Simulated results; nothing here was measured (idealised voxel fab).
Process module, titled voxel local oxidation
In the cross-section labelled cut, the width is 270 nm and each square cell is 5 nm.
Think of the cross-section as a grid of square cells. We describe it in bands, top to bottom, and each band covers one or more rows of those cells.
Heights first: top, then bottom, in nm. Then materials, left to right, each with a width in nm. "throughout" on a single material: fills the band edge to edge. "blank": empty space.
Beneath 0, the wafer as received is one material, and that level is where height counting begins. The lowest band goes on downward without a bottom; it is written like "0..down".
Think of "30 to 40" as a width that walks from the first number to the second as you go down the band, top row to bottom row, taking equal-sized steps from row to row.
It should be understood that the words "changes: none", when stated for a given step, signify that the cross-section underwent no change in any of its cells during that step.
Enclosed voids (no open way to top), threshold 8 cells or more, entry "Entrapped voids", notation width x height at distance, distance from left edge, nm.
Post-settings text on a step line: simulator's own remark regarding the step.
"overlay nm" answers the question of how far to the right of plan the mask lay on a step that has a mask, and when it is negative the answer is to the left.

STEPS IN THE PROCESS PLAN
1) RECEIVE with material Si
2) OXIDIZE with depth nm 5
3) CONFORMAL_DEP with material SiN, thk nm 10
4) PATTERN with tone cover, mask id ACTIVE, material resist, width nm 115, thk nm 20, overlay nm 0
5) DIRECTIONAL_ETCH with etch materials SiN, depth nm 10
6) STRIP with etch materials resist
7) SELECTIVE_ETCH with etch materials SiO2, depth nm 5
8) OXIDIZE with depth nm 15
9) STRIP with etch materials SiN
For clarity, it should be stated that the wafers under discussion commence in an identical condition and differ with respect to the width nm of step 4, the plan indicating the value that the first wafer had.

CUT THROUGH THE FIRST OF SEVERAL WAFERS AS RECEIVED, POST STEP 1
	0..down: Si throughout
	Entrapped voids: none

FIRST OF SEVERAL WAFERS: CROSS-SECTION AT THE END OF THE MODULE, AFTER STEP 9, ITS LAST STEP
	0..-5: blank: 80; SiO2: 105; blank: 85
	-5..-20: SiO2: 95; Si: 75; SiO2: 100
	-20..down: Si throughout
	Entrapped voids: none

SO THIS IS THE CROSS-SECTION ON THE LAST WAFER AT THE END OF THE MODULE
	0..-5: blank: 70; SiO2: 130; blank: 70
	-5..-20: SiO2: 85; Si: 100; SiO2: 85
	-20..down: Si throughout
	Entrapped voids: none

WAFER ROWS, END OF MODULE: CELLS PER MATERIAL GAINED (+) OR LOST (-) SINCE RECEIPT; CLOSED VOIDS LAST
width nm 115, -171 Si, +138 SiO2, Entrapped voids: none
width nm 120, -168 Si, +136 SiO2, Entrapped voids: none
width nm 125, -165 Si, +134 SiO2, Entrapped voids: none
width nm 130, -162 Si, +132 SiO2, Entrapped voids: none
width nm 135, -159 Si, +130 SiO2, Entrapped voids: none
width nm 140, -156 Si, +128 SiO2, Entrapped voids: none
